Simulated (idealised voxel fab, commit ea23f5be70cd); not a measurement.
You're looking at the process module voxel capacitor over wiring.
Xsec cut, 160 nm wide, square cell size 5 nm.
A cross-section in this document is a grid of square cells, and it is written down as bands, the top band listed before the ones below it; a band is made up of one or more rows of cells. For a band, the entry starts with two heights in nm, that of the top and then that of the bottom, and carries on with the band's materials in order from left to right, each alongside its width in nm; the word "edge to edge" beside a single material means it fills the band edge to edge, and "empty" means empty space. Beneath 0, the wafer as received is one material, and that level is where height counting begins. The lowest band goes on downward without a bottom; it is written like "0 and below". The width entry "30..40" should be interpreted row by row: the top row of cells in the band takes the first number, the bottom row takes the second number, and the change between adjacent rows is uniform throughout. When a step is marked "remained the same", none of the cells in the cross-section changed during that step. This entry, "Sealed-off cavities", enumerates those empty regions of no fewer than 8 cells that possess no open connection to the top. Each region is reported in the form width x height at distance, the distance being taken from the left edge, with all three quantities expressed in nm. Step line, after settings: the simulator's comment on this step. The line of a step may include "overlay nm". On a step with a mask, this value is how far to the right of its planned place the mask lay. A negative value means the mask lay to the left.
## Set out below are the planned steps of the process
| 1 | op RECEIVE | material Si |
| 2 | op CONFORMAL_DEP | material SiO2 | thk nm 10 |
| 3 | op CONFORMAL_DEP | material SiCN | thk nm 5 |
| 4 | op DIRECTIONAL_DEP | material lowk | thk nm 15 |
| 5 | op PATTERN | tone open | mask id METAL_1 | material resist | width nm 20 | pitch nm 85 | thk nm 20 | overlay nm 0 |
| 6 | op DIRECTIONAL_ETCH | etch materials lowk | depth nm 15 |
| 7 | op DIRECTIONAL_ETCH | etch materials SiCN | depth nm 5 |
| 8 | op STRIP | etch materials resist |
| 9 | op CONFORMAL_DEP | material TiN | thk nm 5 |
| 10 | op FILL_DEP | material Cu | thk nm 5 |
| 11 | op CMP | height nm 30 |
| 12 | op EPI | material Ru | thk nm 5 |
| 13 | op FILL_DEP | material SiCN | thk nm 5 |
| 14 | op DIRECTIONAL_DEP | material lowk | thk nm 10 |
| 15 | op PATTERN | tone open | mask id PLUG_1 | material resist | width nm 15 | thk nm 15 | overlay nm 0 |
| 16 | op DIRECTIONAL_ETCH | etch materials lowk | depth nm 10 |
| 17 | op DIRECTIONAL_ETCH | etch materials SiCN | depth nm 5 |
| 18 | op STRIP | etch materials resist |
| 19 | op EPI | material Ru | thk nm 10 |
| 20 | op EPI | material Ru | thk nm 5 |
| 21 | op DIRECTIONAL_DEP | material TiN | thk nm 10 |
| 22 | op DIRECTIONAL_DEP | material SiN | thk nm 5 |
| 23 | op DIRECTIONAL_DEP | material TiN | thk nm 5 |
| 24 | op MASKED_ETCH | tone cover | mask id UPPER_PLATE | width nm 70 | etch materials TiN | depth nm 5 | overlay nm 0 |
| 25 | op MASKED_ETCH | tone cover | mask id UPPER_PLATE | width nm 70 | etch materials SiN | depth nm 5 | overlay nm 0 |
| 26 | op PATTERN | tone cover | mask id LOWER_PLATE | material resist | width nm 80 | thk nm 15 | overlay nm 0 |
| 27 | op DIRECTIONAL_ETCH | etch materials TiN | depth nm 10 |
| 28 | op STRIP | etch materials resist |
| 29 | op FILL_DEP | material SiO2 | thk nm 15 |
| 30 | op CMP | height nm 80 |
| 31 | op MASKED_ETCH | tone open | mask id PLUG_2 | width nm 15 | etch materials SiO2 | depth nm 10 | overlay nm 0 |
| 32 | op CONFORMAL_DEP | material TiN | thk nm 5 |
| 33 | op FILL_DEP | material W | thk nm 10 |
| 34 | op CMP | height nm 80 |
| 35 | op CONFORMAL_DEP | material SiN | thk nm 5 |
## Wafer cross-section on receipt, i.e. after step 1
	0 and below  Si edge to edge
	Sealed-off cavities: none
## Wafer cross-section at module end: first of two, run to plan
	85 down to 80  SiN edge to edge
	80 down to 75  SiO2: 40 / TiN: 5 / W: 5 / TiN: 5 / SiO2: 105
	75 down to 65  SiO2: 40..30 / TiN: 15..70 / SiO2: 105..60
	65 down to 60  SiO2: 30 / SiN: 70 / SiO2: 60
	60 down to 50  SiO2: 25 / TiN: 80 / SiO2: 55
	50 down to 40  lowk: 30 / Ru: 15 / lowk: 115
	40 down to 35  SiCN: 30 / Ru: 15 / SiCN: 115
	35 down to 30  SiCN: 20 / Ru: 30 / SiCN: 55 / Ru: 30 / SiCN: 25
	30 down to 15  lowk: 25 / TiN: 5 / Cu: 10 / TiN: 5 / lowk: 65 / TiN: 5 / Cu: 10 / TiN: 5 / lowk: 30
	15 down to 10  SiCN: 25 / TiN: 20 / SiCN: 65 / TiN: 20 / SiCN: 30
	10 down to 0  SiO2 edge to edge
	0 and below  Si edge to edge
	Sealed-off cavities: none
## Wafer two (of two), end-of-module cross-section: start = wafer one, plan = wafer one, one run mistake
	85 down to 80  SiN edge to edge
	80 down to 75  SiO2: 40 / TiN: 15 / SiO2: 105
	75 down to 70  SiO2: 30 / TiN: 5 / SiO2: 5 / TiN: 60 / SiO2: 60
	70 down to 65  SiO2: 30 / SiN: 5 / TiN: 5 / SiN: 60 / SiO2: 60
	65 down to 60  Ru: 35 / SiN: 5 / Ru: 120
	60 down to 55  TiN: 30 / Ru: 15 / TiN: 115
	55 down to 50  TiN edge to edge
	50 down to 45  lowk: 30 / TiN: 15 / lowk: 115
	45 down to 40  lowk: 30 / Ru: 15 / lowk: 115
	40 down to 35  SiCN: 30 / Ru: 15 / SiCN: 115
	35 down to 30  SiCN: 20 / Ru: 30 / SiCN: 55 / Ru: 30 / SiCN: 25
	30 down to 15  lowk: 25 / TiN: 5 / Cu: 10 / TiN: 5 / lowk: 65 / TiN: 5 / Cu: 10 / TiN: 5 / lowk: 30
	15 down to 10  SiCN: 25 / TiN: 20 / SiCN: 65 / TiN: 20 / SiCN: 30
	10 down to 0  SiO2 edge to edge
	0 and below  Si edge to edge
	Sealed-off cavities: none
Short version of what went wrong: step 21 occupied the plan position of step 20, and the converse holds as well
at the end the second wafer has, in cells: 31 more of Ru | 60 fewer of SiO2 | 30 more of TiN | 1 fewer of W
